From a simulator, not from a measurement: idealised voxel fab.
This is a process module. Its name is voxel transistor to metal.
Square cell edge 5 nm, section width 275 nm, ID cut.
Cross-section, as written here: a square-cell grid given band by band from the top down, where a band holds one or more rows of cells. The entry gives the band's vertical extent as a top height and a bottom height in nm, then its horizontal make-up as materials from left to right, each with a width in nm. "empty" stands for empty space; a single material marked "throughout" fills the band edge to edge. It should be noted that heights are counted from 0, beneath which the wafer as supplied is of one material throughout, and that the lowest band possesses no lower boundary but continues downward, as written in "z 0 and below". Note: "30 to 40" means the width goes from the first number (top row of the band) to the second number (bottom row) in equal steps per row of cells. Given "no modifications" for a step, no cell of the cross-section differs between before and after that step. "Internal closed voids": empty spaces of 8 cells or more with no open way to the top, each given as width x height at distance, distance from the left edge, all in nm. Where a step's line continues beyond its settings, the continuation is a remark by the simulator itself on that step. Steps that use a mask can have "overlay nm" on their line. It says how far the mask sat to the right of where it was meant to be. Negative means to the left. Pairs ahead. Before: cross-section ahead of one process step. After: cross-section once the step is done, shown to the lowest changed band only. Under each pair: that step, with settings. Caution: pairs may come from different runs of this module on the same starting wafer; a pair follows the pair above only where its "State before step" entry says so.

### State before step
- z 40 to 35 | 60 empty, 35 SiO2, 90 empty, 35 SiO2, 55 empty
- z 35 to 25 | 60 empty, 5 SiO2, 25 SiCN, 5 SiO2, 90 empty, 5 SiO2, 25 SiCN, 5 SiO2, 55 empty
- z 25 to 5 | 60 empty, 5 SiO2, 25 polySi, 5 SiO2, 90 empty, 5 SiO2, 25 polySi, 5 SiO2, 55 empty
- z 5 to 0 | 25 SiO2, 35 empty, 5 SiO2, 25 polySi, 5 SiO2, 30 empty, 25 SiO2, 35 empty, 5 SiO2, 25 polySi, 5 SiO2, 30 empty, 25 SiO2
- z 0 to -5 | 65 SiO2, 25 polySi, 100 SiO2, 25 polySi, 60 SiO2
- z -5 to -10 | SiO2 throughout
- z -10 to -40 | 25 SiO2, 100 Si, 25 SiO2, 100 Si, 25 SiO2
- z -40 and below | Si throughout
- Internal closed voids: none

### Structure After Step
- z 35 to 25 | 60 empty, 5 SiO2, 25 SiCN, 5 SiO2, 90 empty, 5 SiO2, 25 SiCN, 5 SiO2, 55 empty
- z 25 to 0 | 60 empty, 5 SiO2, 25 polySi, 5 SiO2, 90 empty, 5 SiO2, 25 polySi, 5 SiO2, 55 empty
- z 0 to -5 | 25 SiO2, 35 empty, 5 SiO2, 25 polySi, 5 SiO2, 30 empty, 25 SiO2, 35 empty, 5 SiO2, 25 polySi, 5 SiO2, 30 empty, 25 SiO2
- Whatever lies below -5 is exactly as it was before.
- Internal closed voids: none
Which step turns the before cross-section above into the after cross-section? DIRECTIONAL_ETCH,etch materials SiO2,depth nm 5

State before step: Please consult the pair immediately above; the cross-section it shows after its step is the state before this step.

### Structure After Step
- z 45 to 35 | 50 empty, 55 SiN, 70 empty, 55 SiN, 45 empty
- z 35 to 25 | 50 empty, 10 SiN, 5 SiO2, 25 SiCN, 5 SiO2, 10 SiN, 70 empty, 10 SiN, 5 SiO2, 25 SiCN, 5 SiO2, 10 SiN, 45 empty
- z 25 to 10 | 50 empty, 10 SiN, 5 SiO2, 25 polySi, 5 SiO2, 10 SiN, 70 empty, 10 SiN, 5 SiO2, 25 polySi, 5 SiO2, 10 SiN, 45 empty
- z 10 to 5 | 35 SiN, 15 empty, 10 SiN, 5 SiO2, 25 polySi, 5 SiO2, 10 SiN, 10 empty, 45 SiN, 15 empty, 10 SiN, 5 SiO2, 25 polySi, 5 SiO2, 10 SiN, 10 empty, 35 SiN
- z 5 to 0 | 60 SiN, 5 SiO2, 25 polySi, 5 SiO2, 90 SiN, 5 SiO2, 25 polySi, 5 SiO2, 55 SiN
- z 0 to -5 | 25 SiO2, 35 SiN, 5 SiO2, 25 polySi, 5 SiO2, 30 SiN, 25 SiO2, 35 SiN, 5 SiO2, 25 polySi, 5 SiO2, 30 SiN, 25 SiO2
- Whatever lies below -5 is exactly as it was before.
- Internal closed voids: none
Which step turns the before cross-section above into the after cross-section? CONFORMAL_DEP,material SiN,thk nm 10

State before step: Please consult the pair immediately above; the cross-section it shows after its step is the state before this step.

### Structure After Step
- z 35 to 25 | 50 empty, 10 SiN, 5 SiO2, 25 SiCN, 5 SiO2, 10 SiN, 70 empty, 10 SiN, 5 SiO2, 25 SiCN, 5 SiO2, 10 SiN, 45 empty
- z 25 to 0 | 50 empty, 10 SiN, 5 SiO2, 25 polySi, 5 SiO2, 10 SiN, 70 empty, 10 SiN, 5 SiO2, 25 polySi, 5 SiO2, 10 SiN, 45 empty
- z 0 to -5 | 25 SiO2, 10 SiN, 15 empty, 10 SiN, 5 SiO2, 25 polySi, 5 SiO2, 10 SiN, 10 empty, 10 SiN, 25 SiO2, 10 SiN, 15 empty, 10 SiN, 5 SiO2, 25 polySi, 5 SiO2, 10 SiN, 10 empty, 10 SiN, 25 SiO2
- Whatever lies below -5 is exactly as it was before.
- Internal closed voids: none
Which step turns the before cross-section above into the after cross-section? DIRECTIONAL_ETCH,etch materials SiN,depth nm 10

State before step: Please consult the pair immediately above; the cross-section it shows after its step is the state before this step.

### Structure After Step
- z 35 to 30 | 50 empty, 10 SiN, 5 empty, 25 SiCN, 5 empty, 10 SiN, 70 empty, 10 SiN, 5 empty, 25 SiCN, 5 empty, 10 SiN, 45 empty
- z 30 to 25 | 50 empty, 10 SiN, 5 SiO2, 25 SiCN, 5 SiO2, 10 SiN, 70 empty, 10 SiN, 5 SiO2, 25 SiCN, 5 SiO2, 10 SiN, 45 empty
- z 25 to 0 | 50 empty, 10 SiN, 5 SiO2, 25 polySi, 5 SiO2, 10 SiN, 70 empty, 10 SiN, 5 SiO2, 25 polySi, 5 SiO2, 10 SiN, 45 empty
- z 0 to -5 | 25 empty, 10 SiN, 15 empty, 10 SiN, 5 SiO2, 25 polySi, 5 SiO2, 10 SiN, 10 empty, 10 SiN, 25 empty, 10 SiN, 15 empty, 10 SiN, 5 SiO2, 25 polySi, 5 SiO2, 10 SiN, 10 empty, 10 SiN, 25 empty
- z -5 to -10 | 35 SiO2, 15 empty, 55 SiO2, 10 empty, 45 SiO2, 15 empty, 55 SiO2, 10 empty, 35 SiO2
- Whatever lies below -10 is exactly as it was before.
- Internal closed voids: none
Which step turns the before cross-section above into the after cross-section? DIRECTIONAL_ETCH,etch materials SiO2,depth nm 5

State before step: Please consult the pair immediately above; the cross-section it shows after its step is the state before this step.

### Structure After Step
- z 35 to 30 | 50 empty, 10 SiN, 5 empty, 25 SiCN, 5 empty, 10 SiN, 70 empty, 10 SiN, 5 empty, 25 SiCN, 5 empty, 10 SiN, 45 empty
- z 30 to 25 | 50 empty, 10 SiN, 5 SiO2, 25 SiCN, 5 SiO2, 10 SiN, 70 empty, 10 SiN, 5 SiO2, 25 SiCN, 5 SiO2, 10 SiN, 45 empty
- z 25 to 0 | 50 empty, 10 SiN, 5 SiO2, 25 polySi, 5 SiO2, 10 SiN, 70 empty, 10 SiN, 5 SiO2, 25 polySi, 5 SiO2, 10 SiN, 45 empty
- z 0 to -5 | 25 empty, 10 SiN, 15 empty, 10 SiN, 5 SiO2, 25 polySi, 5 SiO2, 10 SiN, 10 empty, 10 SiN, 25 empty, 10 SiN, 15 empty, 10 SiN, 5 SiO2, 25 polySi, 5 SiO2, 10 SiN, 10 empty, 10 SiN, 25 empty
- z -5 to -10 | 35 SiO2, 15 pSi, 55 SiO2, 10 pSi, 45 SiO2, 15 pSi, 55 SiO2, 10 pSi, 35 SiO2
- Whatever lies below -10 is exactly as it was before.
- Internal closed voids: none
Which step turns the before cross-section above into the after cross-section? EPI,material pSi,thk nm 5

State before step: Please consult the pair immediately above; the cross-section it shows after its step is the state before this step.

### Structure After Step
- z 40 to 35 | SiO2 throughout
- z 35 to 25 | 50 SiO2, 10 SiN, 5 SiO2, 25 SiCN, 5 SiO2, 10 SiN, 70 SiO2, 10 SiN, 5 SiO2, 25 SiCN, 5 SiO2, 10 SiN, 45 SiO2
- z 25 to 0 | 50 SiO2, 10 SiN, 5 SiO2, 25 polySi, 5 SiO2, 10 SiN, 70 SiO2, 10 SiN, 5 SiO2, 25 polySi, 5 SiO2, 10 SiN, 45 SiO2
- z 0 to -5 | 25 SiO2, 10 SiN, 15 SiO2, 10 SiN, 5 SiO2, 25 polySi, 5 SiO2, 10 SiN, 10 SiO2, 10 SiN, 25 SiO2, 10 SiN, 15 SiO2, 10 SiN, 5 SiO2, 25 polySi, 5 SiO2, 10 SiN, 10 SiO2, 10 SiN, 25 SiO2
- Whatever lies below -5 is exactly as it was before.
- Internal closed voids: none
Which step turns the before cross-section above into the after cross-section? FILL_DEP,material SiO2,thk nm 5

State before step: Please consult the pair immediately above; the cross-section it shows after its step is the state before this step.

### Structure After Step
- z 35 to 25 | 50 SiO2, 10 SiN, 5 SiO2, 25 SiCN, 5 SiO2, 10 SiN, 70 SiO2, 10 SiN, 5 SiO2, 25 SiCN, 5 SiO2, 10 SiN, 45 SiO2
- Whatever lies below 25 is exactly as it was before.
- Internal closed voids: none
Which step turns the before cross-section above into the after cross-section? CMP,height nm 35

State before step: Please consult the pair immediately above; the cross-section it shows after its step is the state before this step.

### Structure After Step
- z 50 to 35 | SiO2 throughout
- Whatever lies below 35 is exactly as it was before.
- Internal closed voids: none
Which step turns the before cross-section above into the after cross-section? DIRECTIONAL_DEP,material SiO2,thk nm 15

State before step: Please consult the pair immediately above; the cross-section it shows after its step is the state before this step.

### Structure After Step
- z 70 to 50 | 30 resist, 15 empty, 60 resist, 15 empty, 35 resist, 15 empty, 60 resist, 15 empty, 30 resist
- Whatever lies below 50 is exactly as it was before.
- Internal closed voids: none
Which step turns the before cross-section above into the after cross-section? PATTERN,tone open,mask id CONTACT,material resist,width nm 15,thk nm 20,overlay nm 0

State before step: Please consult the pair immediately above; the cross-section it shows after its step is the state before this step.

### Structure After Step
- z 70 to 50 | 30 resist, 15 empty, 60 resist, 15 empty, 35 resist, 15 empty, 60 resist, 15 empty, 30 resist
- z 50 to 35 | 30 SiO2, 15 empty, 60 SiO2, 15 empty, 35 SiO2, 15 empty, 60 SiO2, 15 empty, 30 SiO2
- z 35 to 25 | 30 SiO2, 15 empty, 5 SiO2, 10 SiN, 5 SiO2, 25 SiCN, 5 SiO2, 10 SiN, 15 empty, 35 SiO2, 15 empty, 5 SiO2, 10 SiN, 5 SiO2, 25 SiCN, 5 SiO2, 10 SiN, 15 empty, 30 SiO2
- z 25 to 0 | 30 SiO2, 15 empty, 5 SiO2, 10 SiN, 5 SiO2, 25 polySi, 5 SiO2, 10 SiN, 15 empty, 35 SiO2, 15 empty, 5 SiO2, 10 SiN, 5 SiO2, 25 polySi, 5 SiO2, 10 SiN, 15 empty, 30 SiO2
- z 0 to -5 | 25 SiO2, 10 SiN, 10 empty, 5 SiO2, 10 SiN, 5 SiO2, 25 polySi, 5 SiO2, 10 SiN, 10 empty, 10 SiN, 25 SiO2, 10 SiN, 10 empty, 5 SiO2, 10 SiN, 5 SiO2, 25 polySi, 5 SiO2, 10 SiN, 10 empty, 10 SiN, 25 SiO2
- Whatever lies below -5 is exactly as it was before.
- Internal closed voids: none
Which step turns the before cross-section above into the after cross-section? DIRECTIONAL_ETCH,etch materials SiO2,depth nm 55

State before step: Please consult the pair immediately above; the cross-section it shows after its step is the state before this step.

### Structure After Step
- z 50 to 35 | 30 SiO2, 15 empty, 60 SiO2, 15 empty, 35 SiO2, 15 empty, 60 SiO2, 15 empty, 30 SiO2
- Whatever lies below 35 is exactly as it was before.
- Internal closed voids: none
Which step turns the before cross-section above into the after cross-section? STRIP,etch materials resist

State before step: Please consult the pair immediately above; the cross-section it shows after its step is the state before this step.

### Structure After Step
- z 55 to 50 | 35 TiN, 5 empty, 70 TiN, 5 empty, 45 TiN, 5 empty, 70 TiN, 5 empty, 35 TiN
- z 50 to 35 | 30 SiO2, 5 TiN, 5 empty, 5 TiN, 60 SiO2, 5 TiN, 5 empty, 5 TiN, 35 SiO2, 5 TiN, 5 empty, 5 TiN, 60 SiO2, 5 TiN, 5 empty, 5 TiN, 30 SiO2
- z 35 to 25 | 30 SiO2, 5 TiN, 5 empty, 5 TiN, 5 SiO2, 10 SiN, 5 SiO2, 25 SiCN, 5 SiO2, 10 SiN, 5 TiN, 5 empty, 5 TiN, 35 SiO2, 5 TiN, 5 empty, 5 TiN, 5 SiO2, 10 SiN, 5 SiO2, 25 SiCN, 5 SiO2, 10 SiN, 5 TiN, 5 empty, 5 TiN, 30 SiO2
- z 25 to 5 | 30 SiO2, 5 TiN, 5 empty, 5 TiN, 5 SiO2, 10 SiN, 5 SiO2, 25 polySi, 5 SiO2, 10 SiN, 5 TiN, 5 empty, 5 TiN, 35 SiO2, 5 TiN, 5 empty, 5 TiN, 5 SiO2, 10 SiN, 5 SiO2, 25 polySi, 5 SiO2, 10 SiN, 5 TiN, 5 empty, 5 TiN, 30 SiO2
- z 5 to 0 | 30 SiO2, 15 TiN, 5 SiO2, 10 SiN, 5 SiO2, 25 polySi, 5 SiO2, 10 SiN, 15 TiN, 35 SiO2, 15 TiN, 5 SiO2, 10 SiN, 5 SiO2, 25 polySi, 5 SiO2, 10 SiN, 15 TiN, 30 SiO2
- z 0 to -5 | 25 SiO2, 10 SiN, 10 TiN, 5 SiO2, 10 SiN, 5 SiO2, 25 polySi, 5 SiO2, 10 SiN, 10 TiN, 10 SiN, 25 SiO2, 10 SiN, 10 TiN, 5 SiO2, 10 SiN, 5 SiO2, 25 polySi, 5 SiO2, 10 SiN, 10 TiN, 10 SiN, 25 SiO2
- Whatever lies below -5 is exactly as it was before.
- Internal closed voids: none
Which step turns the before cross-section above into the after cross-section? CONFORMAL_DEP,material TiN,thk nm 5

State before step: Please consult the pair immediately above; the cross-section it shows after its step is the state before this step.

### Structure After Step
- z 65 to 55 | Ru throughout
- z 55 to 50 | 35 TiN, 5 Ru, 70 TiN, 5 Ru, 45 TiN, 5 Ru, 70 TiN, 5 Ru, 35 TiN
- z 50 to 35 | 30 SiO2, 5 TiN, 5 Ru, 5 TiN, 60 SiO2, 5 TiN, 5 Ru, 5 TiN, 35 SiO2, 5 TiN, 5 Ru, 5 TiN, 60 SiO2, 5 TiN, 5 Ru, 5 TiN, 30 SiO2
- z 35 to 25 | 30 SiO2, 5 TiN, 5 Ru, 5 TiN, 5 SiO2, 10 SiN, 5 SiO2, 25 SiCN, 5 SiO2, 10 SiN, 5 TiN, 5 Ru, 5 TiN, 35 SiO2, 5 TiN, 5 Ru, 5 TiN, 5 SiO2, 10 SiN, 5 SiO2, 25 SiCN, 5 SiO2, 10 SiN, 5 TiN, 5 Ru, 5 TiN, 30 SiO2
- z 25 to 5 | 30 SiO2, 5 TiN, 5 Ru, 5 TiN, 5 SiO2, 10 SiN, 5 SiO2, 25 polySi, 5 SiO2, 10 SiN, 5 TiN, 5 Ru, 5 TiN, 35 SiO2, 5 TiN, 5 Ru, 5 TiN, 5 SiO2, 10 SiN, 5 SiO2, 25 polySi, 5 SiO2, 10 SiN, 5 TiN, 5 Ru, 5 TiN, 30 SiO2
- Whatever lies below 5 is exactly as it was before.
- Internal closed voids: none
Which step turns the before cross-section above into the after cross-section? FILL_DEP,material Ru,thk nm 10

State before step: Please consult the pair immediately above; the cross-section it shows after its step is the state before this step.

### Structure After Step
- z 50 to 35 | 30 SiO2, 5 TiN, 5 Ru, 5 TiN, 60 SiO2, 5 TiN, 5 Ru, 5 TiN, 35 SiO2, 5 TiN, 5 Ru, 5 TiN, 60 SiO2, 5 TiN, 5 Ru, 5 TiN, 30 SiO2
- Whatever lies below 35 is exactly as it was before.
- Internal closed voids: none
Which step turns the before cross-section above into the after cross-section? CMP,height nm 50

State before step: Please consult the pair immediately above; the cross-section it shows after its step is the state before this step.

### Structure After Step
- z 55 to 50 | SiN throughout
- Whatever lies below 50 is exactly as it was before.
- Internal closed voids: none
Which step turns the before cross-section above into the after cross-section? CONFORMAL_DEP,material SiN,thk nm 5

State before step: Please consult the pair immediately above; the cross-section it shows after its step is the state before this step.

### Structure After Step
- z 70 to 55 | SiO2 throughout
- Whatever lies below 55 is exactly as it was before.
- Internal closed voids: none
Which step turns the before cross-section above into the after cross-section? DIRECTIONAL_DEP,material SiO2,thk nm 15

State before step: Please consult the pair immediately above; the cross-section it shows after its step is the state before this step.

### Structure After Step
- z 70 to 55 | 30 SiO2, 15 empty, 60 SiO2, 15 empty, 35 SiO2, 15 empty, 60 SiO2, 15 empty, 30 SiO2
- Whatever lies below 55 is exactly as it was before.
- Internal closed voids: none
Which step turns the before cross-section above into the after cross-section? MASKED_ETCH,tone open,mask id METAL_1,width nm 15,etch materials SiO2,depth nm 15,overlay nm 0

State before step: Please consult the pair immediately above; the cross-section it shows after its step is the state before this step.

### Structure After Step
- z 70 to 55 | 30 SiO2, 15 empty, 60 SiO2, 15 empty, 35 SiO2, 15 empty, 60 SiO2, 15 empty, 30 SiO2
- z 55 to 50 | 30 SiN, 15 empty, 60 SiN, 15 empty, 35 SiN, 15 empty, 60 SiN, 15 empty, 30 SiN
- Whatever lies below 50 is exactly as it was before.
- Internal closed voids: none
Which step turns the before cross-section above into the after cross-section? MASKED_ETCH,tone open,mask id METAL_1,width nm 15,etch materials SiN,depth nm 5,overlay nm 0

State before step: Please consult the pair immediately above; the cross-section it shows after its step is the state before this step.

### Structure After Step
- z 75 to 70 | 35 TiN, 5 empty, 70 TiN, 5 empty, 45 TiN, 5 empty, 70 TiN, 5 empty, 35 TiN
- z 70 to 55 | 30 SiO2, 5 TiN, 5 empty, 5 TiN, 60 SiO2, 5 TiN, 5 empty, 5 TiN, 35 SiO2, 5 TiN, 5 empty, 5 TiN, 60 SiO2, 5 TiN, 5 empty, 5 TiN, 30 SiO2
- z 55 to 50 | 30 SiN, 15 TiN, 60 SiN, 15 TiN, 35 SiN, 15 TiN, 60 SiN, 15 TiN, 30 SiN
- Whatever lies below 50 is exactly as it was before.
- Internal closed voids: none
Which step turns the before cross-section above into the after cross-section? CONFORMAL_DEP,material TiN,thk nm 5

State before step: Please consult the pair immediately above; the cross-section it shows after its step is the state before this step.

### Structure After Step
- z 85 to 75 | Cu throughout
- z 75 to 70 | 35 TiN, 5 Cu, 70 TiN, 5 Cu, 45 TiN, 5 Cu, 70 TiN, 5 Cu, 35 TiN
- z 70 to 55 | 30 SiO2, 5 TiN, 5 Cu, 5 TiN, 60 SiO2, 5 TiN, 5 Cu, 5 TiN, 35 SiO2, 5 TiN, 5 Cu, 5 TiN, 60 SiO2, 5 TiN, 5 Cu, 5 TiN, 30 SiO2
- Whatever lies below 55 is exactly as it was before.
- Internal closed voids: none
Which step turns the before cross-section above into the after cross-section? FILL_DEP,material Cu,thk nm 10

State before step: Please consult the pair immediately above; the cross-section it shows after its step is the state before this step.

### Structure After Step
- z 70 to 55 | 30 SiO2, 5 TiN, 5 Cu, 5 TiN, 60 SiO2, 5 TiN, 5 Cu, 5 TiN, 35 SiO2, 5 TiN, 5 Cu, 5 TiN, 60 SiO2, 5 TiN, 5 Cu, 5 TiN, 30 SiO2
- Whatever lies below 55 is exactly as it was before.
- Internal closed voids: none
Which step turns the before cross-section above into the after cross-section? CMP,height nm 70

State before step: Please consult the pair immediately above; the cross-section it shows after its step is the state before this step.

### Structure After Step
- z 75 to 70 | 25 empty, 25 Ru, 50 empty, 25 Ru, 25 empty, 25 Ru, 50 empty, 25 Ru, 25 empty
- Whatever lies below 70 is exactly as it was before.
- Internal closed voids: none
Which step turns the before cross-section above into the after cross-section? EPI,material Ru,thk nm 5

State before step: Please consult the pair immediately above; the cross-section it shows after its step is the state before this step.

### Structure After Step
- z 80 to 75 | SiCN throughout
- z 75 to 70 | 25 SiCN, 25 Ru, 50 SiCN, 25 Ru, 25 SiCN, 25 Ru, 50 SiCN, 25 Ru, 25 SiCN
- Whatever lies below 70 is exactly as it was before.
- Internal closed voids: none
Which step turns the before cross-section above into the after cross-section? FILL_DEP,material SiCN,thk nm 5

State before step: Please consult the pair immediately above; the cross-section it shows after its step is the state before this step.

### Structure After Step
- z 115 to 80 | lowk throughout
- Whatever lies below 80 is exactly as it was before.
- Internal closed voids: none
Which step turns the before cross-section above into the after cross-section? DIRECTIONAL_DEP,material lowk,thk nm 35

State before step: Please consult the pair immediately above; the cross-section it shows after its step is the state before this step.

### Structure After Step
- z 130 to 115 | aC throughout
- Whatever lies below 115 is exactly as it was before.
- Internal closed voids: none
Which step turns the before cross-section above into the after cross-section? DIRECTIONAL_DEP,material aC,thk nm 15

State before step: Please consult the pair immediately above; the cross-section it shows after its step is the state before this step.

### Structure After Step
- z 165 to 130 | 30 resist, 15 empty, 110 resist, 15 empty, 105 resist
- Whatever lies below 130 is exactly as it was before.
- Internal closed voids: none
Which step turns the before cross-section above into the after cross-section? PATTERN,tone open,mask id METAL_2,material resist,width nm 15,pitch nm 125,thk nm 35,overlay nm 0

State before step: Please consult the pair immediately above; the cross-section it shows after its step is the state before this step.

### Structure After Step
- z 150 to 130 | 30 resist, 15 empty, 110 resist, 15 empty, 105 resist
- z 130 to 115 | 30 aC, 15 empty, 110 aC, 15 empty, 105 aC
- Whatever lies below 115 is exactly as it was before.
- Internal closed voids: none
Which step turns the before cross-section above into the after cross-section? DIRECTIONAL_ETCH,etch materials aC,depth nm 15

State before step: Please consult the pair immediately above; the cross-section it shows after its step is the state before this step.

### Structure After Step
- z 130 to 115 | 30 aC, 15 empty, 110 aC, 15 empty, 105 aC
- Whatever lies below 115 is exactly as it was before.
- Internal closed voids: none
Which step turns the before cross-section above into the after cross-section? STRIP,etch materials resist

State before step: Please consult the pair immediately above; the cross-section it shows after its step is the state before this step.

### Structure After Step
- z 130 to 115 | 30 aC, 15 empty, 110 aC, 15 empty, 105 aC
- z 115 to 95 | 30 lowk, 15 empty, 110 lowk, 15 empty, 105 lowk
- Whatever lies below 95 is exactly as it was before.
- Internal closed voids: none
Which step turns the before cross-section above into the after cross-section? DIRECTIONAL_ETCH,etch materials lowk,depth nm 20

State before step: Please consult the pair immediately above; the cross-section it shows after its step is the state before this step.

### Structure After Step
- z 115 to 95 | 30 lowk, 15 empty, 110 lowk, 15 empty, 105 lowk
- Whatever lies below 95 is exactly as it was before.
- Internal closed voids: none
Which step turns the before cross-section above into the after cross-section? STRIP,etch materials aC

State before step: Please consult the pair immediately above; the cross-section it shows after its step is the state before this step.

### Structure After Step
- z 130 to 115 | 30 resist, 15 empty, 110 resist, 15 empty, 105 resist
- Whatever lies below 115 is exactly as it was before.
- Internal closed voids: none
Which step turns the before cross-section above into the after cross-section? PATTERN,tone open,mask id METAL_2_HOLES,material resist,width nm 15,pitch nm 125,thk nm 15,overlay nm 0

State before step: Please consult the pair immediately above; the cross-section it shows after its step is the state before this step.

### Structure After Step
- z 130 to 115 | 30 resist, 15 empty, 110 resist, 15 empty, 105 resist
- z 115 to 80 | 30 lowk, 15 empty, 110 lowk, 15 empty, 105 lowk
- Whatever lies below 80 is exactly as it was before.
- Internal closed voids: none
Which step turns the before cross-section above into the after cross-section? DIRECTIONAL_ETCH,etch materials lowk,depth nm 15

State before step: Please consult the pair immediately above; the cross-section it shows after its step is the state before this step.

### Structure After Step
- z 130 to 115 | 30 resist, 15 empty, 110 resist, 15 empty, 105 resist
- z 115 to 80 | 30 lowk, 15 empty, 110 lowk, 15 empty, 105 lowk
- z 80 to 75 | 30 SiCN, 15 empty, 110 SiCN, 15 empty, 105 SiCN
- Whatever lies below 75 is exactly as it was before.
- Internal closed voids: none
Which step turns the before cross-section above into the after cross-section? DIRECTIONAL_ETCH,etch materials SiCN,depth nm 5

State before step: Please consult the pair immediately above; the cross-section it shows after its step is the state before this step.

### Structure After Step
- z 115 to 80 | 30 lowk, 15 empty, 110 lowk, 15 empty, 105 lowk
- Whatever lies below 80 is exactly as it was before.
- Internal closed voids: none
Which step turns the before cross-section above into the after cross-section? STRIP,etch materials resist

State before step: Please consult the pair immediately above; the cross-section it shows after its step is the state before this step.

### Structure After Step
- z 120 to 115 | 35 TiN, 5 empty, 120 TiN, 5 empty, 110 TiN
- z 115 to 80 | 30 lowk, 5 TiN, 5 empty, 5 TiN, 110 lowk, 5 TiN, 5 empty, 5 TiN, 105 lowk
- z 80 to 75 | 30 SiCN, 15 TiN, 110 SiCN, 15 TiN, 105 SiCN
- Whatever lies below 75 is exactly as it was before.
- Internal closed voids: none
Which step turns the before cross-section above into the after cross-section? CONFORMAL_DEP,material TiN,thk nm 5

State before step: Please consult the pair immediately above; the cross-section it shows after its step is the state before this step.

### Structure After Step
- z 125 to 120 | Cu throughout
- z 120 to 115 | 35 TiN, 5 Cu, 120 TiN, 5 Cu, 110 TiN
- z 115 to 80 | 30 lowk, 5 TiN, 5 Cu, 5 TiN, 110 lowk, 5 TiN, 5 Cu, 5 TiN, 105 lowk
- Whatever lies below 80 is exactly as it was before.
- Internal closed voids: none
Which step turns the before cross-section above into the after cross-section? FILL_DEP,material Cu,thk nm 5

State before step: Please consult the pair immediately above; the cross-section it shows after its step is the state before this step.

### Structure After Step
- z 115 to 80 | 30 lowk, 5 TiN, 5 Cu, 5 TiN, 110 lowk, 5 TiN, 5 Cu, 5 TiN, 105 lowk
- Whatever lies below 80 is exactly as it was before.
- Internal closed voids: none
Which step turns the before cross-section above into the after cross-section? CMP,height nm 115

State before step: Please consult the pair immediately above; the cross-section it shows after its step is the state before this step.

### Structure After Step
- z 120 to 115 | SiN throughout
- Whatever lies below 115 is exactly as it was before.
- Internal closed voids: none
Which step turns the before cross-section above into the after cross-section? CONFORMAL_DEP,material SiN,thk nm 5

### State before step
- z 15 to 0 | SiN throughout
- z 0 to -5 | SiO2 throughout
- z -5 and below | Si throughout
- Internal closed voids: none

### Structure After Step
- z 30 to 15 | 20 empty, 100 resist, 25 empty, 100 resist, 30 empty
- Whatever lies below 15 is exactly as it was before.
- Internal closed voids: none
Which step turns the before cross-section above into the after cross-section? PATTERN,tone cover,mask id ACTIVE,material resist,width nm 100,pitch nm 125,thk nm 15,overlay nm -5

State before step: Please consult the pair immediately above; the cross-section it shows after its step is the state before this step.

### Structure After Step
- z 30 to 15 | 20 empty, 100 resist, 25 empty, 100 resist, 30 empty
- z 15 to 0 | 20 empty, 100 SiN, 25 empty, 100 SiN, 30 empty
- Whatever lies below 0 is exactly as it was before.
- Internal closed voids: none
Which step turns the before cross-section above into the after cross-section? DIRECTIONAL_ETCH,etch materials SiN,depth nm 15

State before step: Please consult the pair immediately above; the cross-section it shows after its step is the state before this step.

### Structure After Step
- z 30 to 15 | 20 empty, 100 resist, 25 empty, 100 resist, 30 empty
- z 15 to 0 | 20 empty, 100 SiN, 25 empty, 100 SiN, 30 empty
- z 0 to -5 | 20 empty, 100 SiO2, 25 empty, 100 SiO2, 30 empty
- Whatever lies below -5 is exactly as it was before.
- Internal closed voids: none
Which step turns the before cross-section above into the after cross-section? DIRECTIONAL_ETCH,etch materials SiO2,depth nm 5

State before step: Please consult the pair immediately above; the cross-section it shows after its step is the state before this step.

### Structure After Step
- z 30 to 15 | 20 empty, 100 resist, 25 empty, 100 resist, 30 empty
- z 15 to 0 | 20 empty, 100 SiN, 25 empty, 100 SiN, 30 empty
- z 0 to -5 | 20 empty, 100 SiO2, 25 empty, 100 SiO2, 30 empty
- z -5 to -40 | 20 empty, 100 Si, 25 empty, 100 Si, 30 empty
- Whatever lies below -40 is exactly as it was before.
- Internal closed voids: none
Which step turns the before cross-section above into the after cross-section? DIRECTIONAL_ETCH,etch materials Si,depth nm 35

State before step: Please consult the pair immediately above; the cross-section it shows after its step is the state before this step.

### Structure After Step
- z 15 to 0 | 20 empty, 100 SiN, 25 empty, 100 SiN, 30 empty
- Whatever lies below 0 is exactly as it was before.
- Internal closed voids: none
Which step turns the before cross-section above into the after cross-section? STRIP,etch materials resist

State before step: Please consult the pair immediately above; the cross-section it shows after its step is the state before this step.

### Structure After Step
- z 25 to 15 | SiO2 throughout
- z 15 to 0 | 20 SiO2, 100 SiN, 25 SiO2, 100 SiN, 30 SiO2
- z 0 to -5 | SiO2 throughout
- z -5 to -40 | 20 SiO2, 100 Si, 25 SiO2, 100 Si, 30 SiO2
- Whatever lies below -40 is exactly as it was before.
- Internal closed voids: none
Which step turns the before cross-section above into the after cross-section? FILL_DEP,material SiO2,thk nm 10

State before step: Please consult the pair immediately above; the cross-section it shows after its step is the state before this step.

### Structure After Step
- z 15 to 0 | 20 SiO2, 100 SiN, 25 SiO2, 100 SiN, 30 SiO2
- Whatever lies below 0 is exactly as it was before.
- Internal closed voids: none
Which step turns the before cross-section above into the after cross-section? CMP,height nm 15

State before step: Please consult the pair immediately above; the cross-section it shows after its step is the state before this step.

### Structure After Step
- z 15 to 5 | 20 empty, 100 SiN, 25 empty, 100 SiN, 30 empty
- Whatever lies below 5 is exactly as it was before.
- Internal closed voids: none
Which step turns the before cross-section above into the after cross-section? SELECTIVE_ETCH,etch materials SiO2,depth nm 10

State before step: Please consult the pair immediately above; the cross-section it shows after its step is the state before this step.

### Structure After Step
- z 5 to 0 | 20 SiO2, 100 empty, 25 SiO2, 100 empty, 30 SiO2
- Whatever lies below 0 is exactly as it was before.
- Internal closed voids: none
Which step turns the before cross-section above into the after cross-section? STRIP,etch materials SiN

State before step: Please consult the pair immediately above; the cross-section it shows after its step is the state before this step.

### Structure After Step
- z 0 to -5 | 15 SiO2, 110 empty, 15 SiO2, 110 empty, 25 SiO2
- Whatever lies below -5 is exactly as it was before.
- Internal closed voids: none
Which step turns the before cross-section above into the after cross-section? SELECTIVE_ETCH,etch materials SiO2,depth nm 5

State before step: Please consult the pair immediately above; the cross-section it shows after its step is the state before this step.

### Structure After Step
- z 0 to -5 | 15 SiO2, 110 empty, 15 SiO2, 110 empty, 25 SiO2
- z -5 to -10 | SiO2 throughout
- Whatever lies below -10 is exactly as it was before.
- Internal closed voids: none
Which step turns the before cross-section above into the after cross-section? OXIDIZE,depth nm 5
